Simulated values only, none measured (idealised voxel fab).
process module | voxel fin reveal
cross-section cut | 270 nm wide | cells 5 nm
A cross-section is a grid of square cells, given in bands from the top down. A band is one or more rows of cells.
Each band's line starts with the height of the band's top and of its bottom, in nm. Then come its materials from left to right, each with its width in nm. One material with "throughout" fills the band from edge to edge. "air" is empty space.
Height 0 is the level under which the wafer as received is all one material. The lowest band goes on downwards, as in "0 down".
A width such as "30 to 40" changes by the same amount from each row of cells to the next, from the band's top row to its bottom row.
"no change" after a step means that no cell of the cross-section changed.
closed voids: empty space of 8 cells or more with no open way to the top, each as width x height at its distance from the left edge, in nm
after a step's settings: what the simulator itself notes on the step
overlay nm, on a step with a mask: how far to the right of its planned place the mask lay; to the left if negative
plan
1 op RECEIVE | material Si
2 op CONFORMAL_DEP | material SiN | thk nm 5
3 op MASKED_ETCH | tone cover | mask id FINS | width nm 15 | pitch nm 40 | etch materials SiN | depth nm 5 | overlay nm 0
4 op MASKED_ETCH | tone cover | mask id FINS | width nm 15 | pitch nm 40 | etch materials Si | depth nm 40 | overlay nm 0
5 op OXIDIZE | depth nm 5
6 op FILL_DEP | material SiO2 | thk nm 10
7 op CMP | height nm 5
8 op SELECTIVE_ETCH | etch materials SiO2 | depth nm 20
9 op STRIP | etch materials SiN
10 op CONFORMAL_DEP | material HfO2 | thk nm 5
first wafer, as planned
as received, after step 1
  0 down: Si throughout
  closed voids: none
after step 2
  5 to 0: SiN throughout
  below 0: unchanged
after step 3
  5 to 0: air 85 | SiN 15 | air 25 | SiN 15 | air 25 | SiN 15 | air 90
  below 0: unchanged
after step 4
  5 to 0: air 85 | SiN 15 | air 25 | SiN 15 | air 25 | SiN 15 | air 90
  0 to -40: air 85 | Si 15 | air 25 | Si 15 | air 25 | Si 15 | air 90
  below -40: unchanged
after step 5
  5 to 0: air 85 | SiN 15 | air 25 | SiN 15 | air 25 | SiN 15 | air 90
  0 to -40: air 85 | SiO2 5 | Si 5 | SiO2 5 | air 25 | SiO2 5 | Si 5 | SiO2 5 | air 25 | SiO2 5 | Si 5 | SiO2 5 | air 90
  -40 to -45: SiO2 90 | Si 5 | SiO2 35 | Si 5 | SiO2 35 | Si 5 | SiO2 95
  below -45: unchanged
after step 6
  15 to 5: SiO2 throughout
  5 to 0: SiO2 85 | SiN 15 | SiO2 25 | SiN 15 | SiO2 25 | SiN 15 | SiO2 90
  0 to -45: SiO2 90 | Si 5 | SiO2 35 | Si 5 | SiO2 35 | Si 5 | SiO2 95
  below -45: unchanged
after step 7
  5 to 0: SiO2 85 | SiN 15 | SiO2 25 | SiN 15 | SiO2 25 | SiN 15 | SiO2 90
  below 0: unchanged
after step 8
  5 to 0: air 85 | SiN 15 | air 25 | SiN 15 | air 25 | SiN 15 | air 90
  0 to -15: air 90 | Si 5 | air 35 | Si 5 | air 35 | Si 5 | air 95
  below -15: unchanged
after step 9
  0 to -15: air 90 | Si 5 | air 35 | Si 5 | air 35 | Si 5 | air 95
  below -15: unchanged
after step 10
  5 to 0: air 85 | HfO2 15 | air 25 | HfO2 15 | air 25 | HfO2 15 | air 90
  0 to -10: air 85 | HfO2 5 | Si 5 | HfO2 5 | air 25 | HfO2 5 | Si 5 | HfO2 5 | air 25 | HfO2 5 | Si 5 | HfO2 5 | air 90
  -10 to -15: HfO2 90 | Si 5 | HfO2 35 | Si 5 | HfO2 35 | Si 5 | HfO2 95
  below -15: unchanged
second wafer: like start, like plan, one mistake. Through step 1 it matches the first wafer
when step 2 should have ended
  5 to 0: HfO2 throughout
  below 0: unchanged
when step 3 should have ended: no change
when step 4 should have ended: no change
when step 5 should have ended: no change
when step 6 should have ended
  15 to 5: SiO2 throughout
  below 5: unchanged
when step 7 should have ended
  5 to 0: HfO2 throughout
  below 0: unchanged
when step 8 should have ended: no change
when step 9 should have ended: no change
when step 10 should have ended
  10 to 0: HfO2 throughout
  below 0: unchanged
what went wrong: step 2 ran as: op CONFORMAL_DEP | material HfO2 | thk nm 5
at the end the second wafer has, in cells: 36 more of HfO2 | 459 more of Si | 306 fewer of SiO2
